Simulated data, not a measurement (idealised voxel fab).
process module | voxel wiring stack
cross-section cut | 175 nm wide | cells 5 nm
A cross-section is a grid of square cells, given in bands from the top down. A band is one or more rows of cells.
Each band's line starts with the height of the band's top and of its bottom, in nm. Then come its materials from left to right, each with its width in nm. One material with "throughout" fills the band from edge to edge. "air" is empty space.
Height 0 is the level under which the wafer as received is all one material. The lowest band goes on downwards, as in "0 down".
A width such as "30 to 40" changes by the same amount from each row of cells to the next, from the band's top row to its bottom row.
"no change" after a step means that no cell of the cross-section changed.
closed voids: empty space of 8 cells or more with no open way to the top, each as width x height at its distance from the left edge, in nm
after a step's settings: what the simulator itself notes on the step
overlay nm, on a step with a mask: how far to the right of its planned place the mask lay; to the left if negative
plan
1 op RECEIVE | material Si
2 op CONFORMAL_DEP | material SiO2 | thk nm 10
3 op DIRECTIONAL_DEP | material TiN | thk nm 5
4 op DIRECTIONAL_DEP | material W | thk nm 15
5 op PATTERN | tone cover | mask id METAL_1 | material resist | width nm 30 | pitch nm 55 | thk nm 15 | overlay nm 0
6 op DIRECTIONAL_ETCH | etch materials W | depth nm 15
7 op DIRECTIONAL_ETCH | etch materials TiN | depth nm 5
8 op STRIP | etch materials resist
9 op FILL_DEP | material lowk | thk nm 5
10 op CMP | height nm 30
11 op CONFORMAL_DEP | material SiCN | thk nm 5
12 op DIRECTIONAL_DEP | material SiO2 | thk nm 35
13 op PATTERN | tone open | mask id METAL_2 | material resist | width nm 30 | pitch nm 55 | thk nm 20 | overlay nm 0
14 op DIRECTIONAL_ETCH | etch materials SiO2 | depth nm 20
15 op STRIP | etch materials resist
16 op PATTERN | tone open | mask id METAL_2_HOLES | material resist | width nm 15 | pitch nm 55 | thk nm 20 | overlay nm 0
17 op DIRECTIONAL_ETCH | etch materials SiO2 | depth nm 15
18 op DIRECTIONAL_ETCH | etch materials SiCN | depth nm 5
19 op STRIP | etch materials resist
20 op CONFORMAL_DEP | material TiN | thk nm 5
21 op FILL_DEP | material Cu | thk nm 5
22 op CMP | height nm 70
23 op CONFORMAL_DEP | material SiCN | thk nm 5
first wafer, as planned
as received, after step 1
  0 down: Si throughout
  closed voids: none
after step 2
  10 to 0: SiO2 throughout
  below 0: unchanged
after step 3
  15 to 10: TiN throughout
  below 10: unchanged
after step 4
  30 to 15: W throughout
  below 15: unchanged
after step 5
  45 to 30: air 15 | resist 30 | air 25 | resist 30 | air 25 | resist 30 | air 20
  below 30: unchanged
after step 6
  45 to 30: air 15 | resist 30 | air 25 | resist 30 | air 25 | resist 30 | air 20
  30 to 15: air 15 | W 30 | air 25 | W 30 | air 25 | W 30 | air 20
  below 15: unchanged
after step 7
  45 to 30: air 15 | resist 30 | air 25 | resist 30 | air 25 | resist 30 | air 20
  30 to 15: air 15 | W 30 | air 25 | W 30 | air 25 | W 30 | air 20
  15 to 10: air 15 | TiN 30 | air 25 | TiN 30 | air 25 | TiN 30 | air 20
  below 10: unchanged
after step 8
  30 to 15: air 15 | W 30 | air 25 | W 30 | air 25 | W 30 | air 20
  below 15: unchanged
after step 9
  35 to 30: lowk throughout
  30 to 15: lowk 15 | W 30 | lowk 25 | W 30 | lowk 25 | W 30 | lowk 20
  15 to 10: lowk 15 | TiN 30 | lowk 25 | TiN 30 | lowk 25 | TiN 30 | lowk 20
  below 10: unchanged
after step 10
  30 to 15: lowk 15 | W 30 | lowk 25 | W 30 | lowk 25 | W 30 | lowk 20
  below 15: unchanged
after step 11
  35 to 30: SiCN throughout
  below 30: unchanged
after step 12
  70 to 35: SiO2 throughout
  below 35: unchanged
after step 13
  90 to 70: resist 15 | air 30 | resist 25 | air 30 | resist 25 | air 30 | resist 20
  below 70: unchanged
after step 14
  90 to 70: resist 15 | air 30 | resist 25 | air 30 | resist 25 | air 30 | resist 20
  70 to 50: SiO2 15 | air 30 | SiO2 25 | air 30 | SiO2 25 | air 30 | SiO2 20
  below 50: unchanged
after step 15
  70 to 50: SiO2 15 | air 30 | SiO2 25 | air 30 | SiO2 25 | air 30 | SiO2 20
  below 50: unchanged
after step 16
  90 to 70: resist 15 | air 15 | resist 40 | air 15 | resist 40 | air 15 | resist 35
  70 to 50: SiO2 15 | air 15 | resist 15 | SiO2 25 | air 15 | resist 15 | SiO2 25 | air 15 | resist 15 | SiO2 20
  below 50: unchanged
after step 17
  90 to 70: resist 15 | air 15 | resist 40 | air 15 | resist 40 | air 15 | resist 35
  70 to 50: SiO2 15 | air 15 | resist 15 | SiO2 25 | air 15 | resist 15 | SiO2 25 | air 15 | resist 15 | SiO2 20
  50 to 35: SiO2 15 | air 15 | SiO2 40 | air 15 | SiO2 40 | air 15 | SiO2 35
  below 35: unchanged
after step 18
  90 to 70: resist 15 | air 15 | resist 40 | air 15 | resist 40 | air 15 | resist 35
  70 to 50: SiO2 15 | air 15 | resist 15 | SiO2 25 | air 15 | resist 15 | SiO2 25 | air 15 | resist 15 | SiO2 20
  50 to 35: SiO2 15 | air 15 | SiO2 40 | air 15 | SiO2 40 | air 15 | SiO2 35
  35 to 30: SiCN 15 | air 15 | SiCN 40 | air 15 | SiCN 40 | air 15 | SiCN 35
  below 30: unchanged
after step 19
  70 to 50: SiO2 15 | air 30 | SiO2 25 | air 30 | SiO2 25 | air 30 | SiO2 20
  below 50: unchanged
after step 20
  75 to 70: TiN 20 | air 20 | TiN 35 | air 20 | TiN 35 | air 20 | TiN 25
  70 to 55: SiO2 15 | TiN 5 | air 20 | TiN 5 | SiO2 25 | TiN 5 | air 20 | TiN 5 | SiO2 25 | TiN 5 | air 20 | TiN 5 | SiO2 20
  55 to 50: SiO2 15 | TiN 5 | air 5 | TiN 20 | SiO2 25 | TiN 5 | air 5 | TiN 20 | SiO2 25 | TiN 5 | air 5 | TiN 20 | SiO2 20
  50 to 35: SiO2 15 | TiN 5 | air 5 | TiN 5 | SiO2 40 | TiN 5 | air 5 | TiN 5 | SiO2 40 | TiN 5 | air 5 | TiN 5 | SiO2 35
  35 to 30: SiCN 15 | TiN 15 | SiCN 40 | TiN 15 | SiCN 40 | TiN 15 | SiCN 35
  below 30: unchanged
after step 21
  80 to 75: Cu throughout
  75 to 70: TiN 20 | Cu 20 | TiN 35 | Cu 20 | TiN 35 | Cu 20 | TiN 25
  70 to 55: SiO2 15 | TiN 5 | Cu 20 | TiN 5 | SiO2 25 | TiN 5 | Cu 20 | TiN 5 | SiO2 25 | TiN 5 | Cu 20 | TiN 5 | SiO2 20
  55 to 50: SiO2 15 | TiN 5 | Cu 5 | TiN 20 | SiO2 25 | TiN 5 | Cu 5 | TiN 20 | SiO2 25 | TiN 5 | Cu 5 | TiN 20 | SiO2 20
  50 to 35: SiO2 15 | TiN 5 | Cu 5 | TiN 5 | SiO2 40 | TiN 5 | Cu 5 | TiN 5 | SiO2 40 | TiN 5 | Cu 5 | TiN 5 | SiO2 35
  below 35: unchanged
after step 22
  70 to 55: SiO2 15 | TiN 5 | Cu 20 | TiN 5 | SiO2 25 | TiN 5 | Cu 20 | TiN 5 | SiO2 25 | TiN 5 | Cu 20 | TiN 5 | SiO2 20
  below 55: unchanged
after step 23
  75 to 70: SiCN throughout
  below 70: unchanged
second wafer: like start, like plan, one mistake. Through step 15 it matches the first wafer
when step 16 should have ended
  90 to 70: resist 20 | air 15 | resist 40 | air 15 | resist 40 | air 15 | resist 30
  70 to 50: SiO2 15 | resist 5 | air 15 | resist 10 | SiO2 25 | resist 5 | air 15 | resist 10 | SiO2 25 | resist 5 | air 15 | resist 10 | SiO2 20
  below 50: unchanged
when step 17 should have ended
  90 to 70: resist 20 | air 15 | resist 40 | air 15 | resist 40 | air 15 | resist 30
  70 to 50: SiO2 15 | resist 5 | air 15 | resist 10 | SiO2 25 | resist 5 | air 15 | resist 10 | SiO2 25 | resist 5 | air 15 | resist 10 | SiO2 20
  50 to 35: SiO2 20 | air 15 | SiO2 40 | air 15 | SiO2 40 | air 15 | SiO2 30
  below 35: unchanged
when step 18 should have ended
  90 to 70: resist 20 | air 15 | resist 40 | air 15 | resist 40 | air 15 | resist 30
  70 to 50: SiO2 15 | resist 5 | air 15 | resist 10 | SiO2 25 | resist 5 | air 15 | resist 10 | SiO2 25 | resist 5 | air 15 | resist 10 | SiO2 20
  50 to 35: SiO2 20 | air 15 | SiO2 40 | air 15 | SiO2 40 | air 15 | SiO2 30
  35 to 30: SiCN 20 | air 15 | SiCN 40 | air 15 | SiCN 40 | air 15 | SiCN 30
  below 30: unchanged
when step 19 should have ended
  70 to 50: SiO2 15 | air 30 | SiO2 25 | air 30 | SiO2 25 | air 30 | SiO2 20
  below 50: unchanged
when step 20 should have ended
  75 to 70: TiN 20 | air 20 | TiN 35 | air 20 | TiN 35 | air 20 | TiN 25
  70 to 55: SiO2 15 | TiN 5 | air 20 | TiN 5 | SiO2 25 | TiN 5 | air 20 | TiN 5 | SiO2 25 | TiN 5 | air 20 | TiN 5 | SiO2 20
  55 to 50: SiO2 15 | TiN 10 | air 5 | TiN 15 | SiO2 25 | TiN 10 | air 5 | TiN 15 | SiO2 25 | TiN 10 | air 5 | TiN 15 | SiO2 20
  50 to 35: SiO2 20 | TiN 5 | air 5 | TiN 5 | SiO2 40 | TiN 5 | air 5 | TiN 5 | SiO2 40 | TiN 5 | air 5 | TiN 5 | SiO2 30
  35 to 30: SiCN 20 | TiN 15 | SiCN 40 | TiN 15 | SiCN 40 | TiN 15 | SiCN 30
  below 30: unchanged
when step 21 should have ended
  80 to 75: Cu throughout
  75 to 70: TiN 20 | Cu 20 | TiN 35 | Cu 20 | TiN 35 | Cu 20 | TiN 25
  70 to 55: SiO2 15 | TiN 5 | Cu 20 | TiN 5 | SiO2 25 | TiN 5 | Cu 20 | TiN 5 | SiO2 25 | TiN 5 | Cu 20 | TiN 5 | SiO2 20
  55 to 50: SiO2 15 | TiN 10 | Cu 5 | TiN 15 | SiO2 25 | TiN 10 | Cu 5 | TiN 15 | SiO2 25 | TiN 10 | Cu 5 | TiN 15 | SiO2 20
  50 to 35: SiO2 20 | TiN 5 | Cu 5 | TiN 5 | SiO2 40 | TiN 5 | Cu 5 | TiN 5 | SiO2 40 | TiN 5 | Cu 5 | TiN 5 | SiO2 30
  below 35: unchanged
when step 22 should have ended
  70 to 55: SiO2 15 | TiN 5 | Cu 20 | TiN 5 | SiO2 25 | TiN 5 | Cu 20 | TiN 5 | SiO2 25 | TiN 5 | Cu 20 | TiN 5 | SiO2 20
  below 55: unchanged
when step 23 should have ended
  75 to 70: SiCN throughout
  below 70: unchanged
what went wrong: step 16 ran as: op PATTERN | tone open | mask id METAL_2_HOLES | material resist | width nm 15 | pitch nm 55 | thk nm 20 | overlay nm 5
at the end the second wafer has, in cells: as many of each material as the first, in other places
